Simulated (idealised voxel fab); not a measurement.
process module | voxel capacitor over wiring
cross-section cut | 160 nm wide | cells 5 nm
A cross-section is a grid of square cells, given in bands from the top down. A band is one or more rows of cells.
Each band's line starts with the height of the band's top and of its bottom, in nm. Then come its materials from left to right, each with its width in nm. One material with "throughout" fills the band from edge to edge. "air" is empty space.
Height 0 is the level under which the wafer as received is all one material. The lowest band goes on downwards, as in "0 down".
A width such as "30 to 40" changes by the same amount from each row of cells to the next, from the band's top row to its bottom row.
"no change" after a step means that no cell of the cross-section changed.
closed voids: empty space of 8 cells or more with no open way to the top, each as width x height at its distance from the left edge, in nm
after a step's settings: what the simulator itself notes on the step
overlay nm, on a step with a mask: how far to the right of its planned place the mask lay; to the left if negative
plan
1 op RECEIVE | material Si
2 op CONFORMAL_DEP | material SiO2 | thk nm 15
3 op DIRECTIONAL_DEP | material TiN | thk nm 5
4 op DIRECTIONAL_DEP | material W | thk nm 20
5 op DIRECTIONAL_DEP | material aC | thk nm 15
6 op PATTERN | tone cover | mask id METAL_1 | material resist | width nm 30 | pitch nm 95 | thk nm 30 | overlay nm 0
7 op DIRECTIONAL_ETCH | etch materials aC | depth nm 15
8 op STRIP | etch materials resist
9 op DIRECTIONAL_ETCH | etch materials W | depth nm 20
10 op DIRECTIONAL_ETCH | etch materials TiN | depth nm 5
11 op STRIP | etch materials aC
12 op FILL_DEP | material lowk | thk nm 10
13 op CMP | height nm 40
14 op CONFORMAL_DEP | material SiCN | thk nm 5
15 op DIRECTIONAL_DEP | material SiO2 | thk nm 20
16 op PATTERN | tone open | mask id PLUG_1 | material resist | width nm 15 | thk nm 15 | overlay nm 0
17 op DIRECTIONAL_ETCH | etch materials SiO2 | depth nm 20
18 op DIRECTIONAL_ETCH | etch materials SiCN | depth nm 5
19 op STRIP | etch materials resist
20 op CONFORMAL_DEP | material TiN | thk nm 5
21 op FILL_DEP | material Cu | thk nm 10
22 op CMP | height nm 65
23 op DIRECTIONAL_DEP | material TiN | thk nm 10
24 op DIRECTIONAL_DEP | material SiN | thk nm 5
25 op DIRECTIONAL_DEP | material TiN | thk nm 5
26 op PATTERN | tone cover | mask id UPPER_PLATE | material resist | width nm 70 | thk nm 15 | overlay nm 0
27 op DIRECTIONAL_ETCH | etch materials TiN | depth nm 5
28 op DIRECTIONAL_ETCH | etch materials SiN | depth nm 5
29 op STRIP | etch materials resist
30 op PATTERN | tone cover | mask id LOWER_PLATE | material resist | width nm 80 | thk nm 15 | overlay nm 0
31 op DIRECTIONAL_ETCH | etch materials TiN | depth nm 10
32 op STRIP | etch materials resist
33 op FILL_DEP | material SiO2 | thk nm 20
34 op CMP | height nm 100
35 op MASKED_ETCH | tone open | mask id PLUG_2 | width nm 15 | etch materials SiO2 | depth nm 15 | overlay nm 0
36 op CONFORMAL_DEP | material TiN | thk nm 5
37 op FILL_DEP | material Ru | thk nm 10
38 op CMP | height nm 100
39 op CONFORMAL_DEP | material SiCN | thk nm 5
first wafer, as planned
as received, after step 1
  0 down: Si throughout
  closed voids: none
after step 2
  15 to 0: SiO2 throughout
  below 0: unchanged
after step 3
  20 to 15: TiN throughout
  below 15: unchanged
after step 4
  40 to 20: W throughout
  below 20: unchanged
after step 5
  55 to 40: aC throughout
  below 40: unchanged
after step 6
  85 to 55: air 15 | resist 30 | air 65 | resist 30 | air 20
  below 55: unchanged
after step 7
  70 to 55: air 15 | resist 30 | air 65 | resist 30 | air 20
  55 to 40: air 15 | aC 30 | air 65 | aC 30 | air 20
  below 40: unchanged
after step 8
  55 to 40: air 15 | aC 30 | air 65 | aC 30 | air 20
  below 40: unchanged
after step 9
  55 to 40: air 15 | aC 30 | air 65 | aC 30 | air 20
  40 to 20: air 15 | W 30 | air 65 | W 30 | air 20
  below 20: unchanged
after step 10
  55 to 40: air 15 | aC 30 | air 65 | aC 30 | air 20
  40 to 20: air 15 | W 30 | air 65 | W 30 | air 20
  20 to 15: air 15 | TiN 30 | air 65 | TiN 30 | air 20
  below 15: unchanged
after step 11
  40 to 20: air 15 | W 30 | air 65 | W 30 | air 20
  below 20: unchanged
after step 12
  50 to 40: lowk throughout
  40 to 20: lowk 15 | W 30 | lowk 65 | W 30 | lowk 20
  20 to 15: lowk 15 | TiN 30 | lowk 65 | TiN 30 | lowk 20
  below 15: unchanged
after step 13
  40 to 20: lowk 15 | W 30 | lowk 65 | W 30 | lowk 20
  below 20: unchanged
after step 14
  45 to 40: SiCN throughout
  below 40: unchanged
after step 15
  65 to 45: SiO2 throughout
  below 45: unchanged
after step 16
  80 to 65: resist 30 | air 15 | resist 115
  below 65: unchanged
after step 17
  80 to 65: resist 30 | air 15 | resist 115
  65 to 45: SiO2 30 | air 15 | SiO2 115
  below 45: unchanged
after step 18
  80 to 65: resist 30 | air 15 | resist 115
  65 to 45: SiO2 30 | air 15 | SiO2 115
  45 to 40: SiCN 30 | air 15 | SiCN 115
  below 40: unchanged
after step 19
  65 to 45: SiO2 30 | air 15 | SiO2 115
  below 45: unchanged
after step 20
  70 to 65: TiN 35 | air 5 | TiN 120
  65 to 45: SiO2 30 | TiN 5 | air 5 | TiN 5 | SiO2 115
  45 to 40: SiCN 30 | TiN 15 | SiCN 115
  below 40: unchanged
after step 21
  80 to 70: Cu throughout
  70 to 65: TiN 35 | Cu 5 | TiN 120
  65 to 45: SiO2 30 | TiN 5 | Cu 5 | TiN 5 | SiO2 115
  below 45: unchanged
after step 22
  65 to 45: SiO2 30 | TiN 5 | Cu 5 | TiN 5 | SiO2 115
  below 45: unchanged
after step 23
  75 to 65: TiN throughout
  below 65: unchanged
after step 24
  80 to 75: SiN throughout
  below 75: unchanged
after step 25
  85 to 80: TiN throughout
  below 80: unchanged
after step 26
  100 to 85: air 30 | resist 70 | air 60
  below 85: unchanged
after step 27
  100 to 85: air 30 | resist 70 | air 60
  85 to 80: air 30 | TiN 70 | air 60
  below 80: unchanged
after step 28
  100 to 85: air 30 | resist 70 | air 60
  85 to 80: air 30 | TiN 70 | air 60
  80 to 75: air 30 | SiN 70 | air 60
  below 75: unchanged
after step 29
  85 to 80: air 30 | TiN 70 | air 60
  below 80: unchanged
after step 30
  100 to 85: air 25 | resist 80 | air 55
  85 to 80: air 25 | resist 5 | TiN 70 | resist 5 | air 55
  80 to 75: air 25 | resist 5 | SiN 70 | resist 5 | air 55
  below 75: unchanged
after step 31
  100 to 85: air 25 | resist 80 | air 55
  85 to 80: air 25 | resist 5 | TiN 70 | resist 5 | air 55
  80 to 75: air 25 | resist 5 | SiN 70 | resist 5 | air 55
  75 to 65: air 25 | TiN 80 | air 55
  below 65: unchanged
after step 32
  85 to 80: air 30 | TiN 70 | air 60
  80 to 75: air 30 | SiN 70 | air 60
  below 75: unchanged
after step 33
  105 to 85: SiO2 throughout
  85 to 80: SiO2 30 | TiN 70 | SiO2 60
  80 to 75: SiO2 30 | SiN 70 | SiO2 60
  75 to 65: SiO2 25 | TiN 80 | SiO2 55
  below 65: unchanged
after step 34
  100 to 85: SiO2 throughout
  below 85: unchanged
after step 35
  100 to 85: SiO2 40 | air 15 | SiO2 105
  below 85: unchanged
after step 36
  105 to 100: TiN 45 | air 5 | TiN 110
  100 to 90: SiO2 40 | TiN 5 | air 5 | TiN 5 | SiO2 105
  90 to 80: SiO2 40 to 30 | TiN 15 to 70 | SiO2 105 to 60
  below 80: unchanged
after step 37
  115 to 105: Ru throughout
  105 to 100: TiN 45 | Ru 5 | TiN 110
  100 to 90: SiO2 40 | TiN 5 | Ru 5 | TiN 5 | SiO2 105
  below 90: unchanged
after step 38
  100 to 90: SiO2 40 | TiN 5 | Ru 5 | TiN 5 | SiO2 105
  below 90: unchanged
after step 39
  105 to 100: SiCN throughout
  below 100: unchanged
second wafer: like start, like plan, one mistake. Through step 3 it matches the first wafer
when step 4 should have ended
  40 to 20: SiO2 throughout
  below 20: unchanged
when step 5 should have ended
  55 to 40: aC throughout
  below 40: unchanged
when step 6 should have ended
  85 to 55: air 15 | resist 30 | air 65 | resist 30 | air 20
  below 55: unchanged
when step 7 should have ended
  70 to 55: air 15 | resist 30 | air 65 | resist 30 | air 20
  55 to 40: air 15 | aC 30 | air 65 | aC 30 | air 20
  below 40: unchanged
when step 8 should have ended
  55 to 40: air 15 | aC 30 | air 65 | aC 30 | air 20
  below 40: unchanged
when step 9 should have ended: no change
when step 10 should have ended: no change
when step 11 should have ended
  40 to 20: SiO2 throughout
  below 20: unchanged
when step 12 should have ended
  50 to 40: lowk throughout
  below 40: unchanged
when step 13 should have ended
  40 to 20: SiO2 throughout
  below 20: unchanged
when step 14 should have ended
  45 to 40: SiCN throughout
  below 40: unchanged
when step 15 should have ended
  65 to 45: SiO2 throughout
  below 45: unchanged
when step 16 should have ended
  80 to 65: resist 30 | air 15 | resist 115
  below 65: unchanged
when step 17 should have ended
  80 to 65: resist 30 | air 15 | resist 115
  65 to 45: SiO2 30 | air 15 | SiO2 115
  below 45: unchanged
when step 18 should have ended
  80 to 65: resist 30 | air 15 | resist 115
  65 to 45: SiO2 30 | air 15 | SiO2 115
  45 to 40: SiCN 30 | air 15 | SiCN 115
  below 40: unchanged
when step 19 should have ended
  65 to 45: SiO2 30 | air 15 | SiO2 115
  below 45: unchanged
when step 20 should have ended
  70 to 65: TiN 35 | air 5 | TiN 120
  65 to 45: SiO2 30 | TiN 5 | air 5 | TiN 5 | SiO2 115
  45 to 40: SiCN 30 | TiN 15 | SiCN 115
  below 40: unchanged
when step 21 should have ended
  80 to 70: Cu throughout
  70 to 65: TiN 35 | Cu 5 | TiN 120
  65 to 45: SiO2 30 | TiN 5 | Cu 5 | TiN 5 | SiO2 115
  below 45: unchanged
when step 22 should have ended
  65 to 45: SiO2 30 | TiN 5 | Cu 5 | TiN 5 | SiO2 115
  below 45: unchanged
when step 23 should have ended
  75 to 65: TiN throughout
  below 65: unchanged
when step 24 should have ended
  80 to 75: SiN throughout
  below 75: unchanged
when step 25 should have ended
  85 to 80: TiN throughout
  below 80: unchanged
when step 26 should have ended
  100 to 85: air 30 | resist 70 | air 60
  below 85: unchanged
when step 27 should have ended
  100 to 85: air 30 | resist 70 | air 60
  85 to 80: air 30 | TiN 70 | air 60
  below 80: unchanged
when step 28 should have ended
  100 to 85: air 30 | resist 70 | air 60
  85 to 80: air 30 | TiN 70 | air 60
  80 to 75: air 30 | SiN 70 | air 60
  below 75: unchanged
when step 29 should have ended
  85 to 80: air 30 | TiN 70 | air 60
  below 80: unchanged
when step 30 should have ended
  100 to 85: air 25 | resist 80 | air 55
  85 to 80: air 25 | resist 5 | TiN 70 | resist 5 | air 55
  80 to 75: air 25 | resist 5 | SiN 70 | resist 5 | air 55
  below 75: unchanged
when step 31 should have ended
  100 to 85: air 25 | resist 80 | air 55
  85 to 80: air 25 | resist 5 | TiN 70 | resist 5 | air 55
  80 to 75: air 25 | resist 5 | SiN 70 | resist 5 | air 55
  75 to 65: air 25 | TiN 80 | air 55
  below 65: unchanged
when step 32 should have ended
  85 to 80: air 30 | TiN 70 | air 60
  80 to 75: air 30 | SiN 70 | air 60
  below 75: unchanged
when step 33 should have ended
  105 to 85: SiO2 throughout
  85 to 80: SiO2 30 | TiN 70 | SiO2 60
  80 to 75: SiO2 30 | SiN 70 | SiO2 60
  75 to 65: SiO2 25 | TiN 80 | SiO2 55
  below 65: unchanged
when step 34 should have ended
  100 to 85: SiO2 throughout
  below 85: unchanged
when step 35 should have ended
  100 to 85: SiO2 40 | air 15 | SiO2 105
  below 85: unchanged
when step 36 should have ended
  105 to 100: TiN 45 | air 5 | TiN 110
  100 to 90: SiO2 40 | TiN 5 | air 5 | TiN 5 | SiO2 105
  90 to 80: SiO2 40 to 30 | TiN 15 to 70 | SiO2 105 to 60
  below 80: unchanged
when step 37 should have ended
  115 to 105: Ru throughout
  105 to 100: TiN 45 | Ru 5 | TiN 110
  100 to 90: SiO2 40 | TiN 5 | Ru 5 | TiN 5 | SiO2 105
  below 90: unchanged
when step 38 should have ended
  100 to 90: SiO2 40 | TiN 5 | Ru 5 | TiN 5 | SiO2 105
  below 90: unchanged
when step 39 should have ended
  105 to 100: SiCN throughout
  below 100: unchanged
what went wrong: step 4 ran as: op DIRECTIONAL_DEP | material SiO2 | thk nm 20
at the end the second wafer has, in cells: 128 more of SiO2 | 20 more of TiN | 48 fewer of W | 100 fewer of lowk
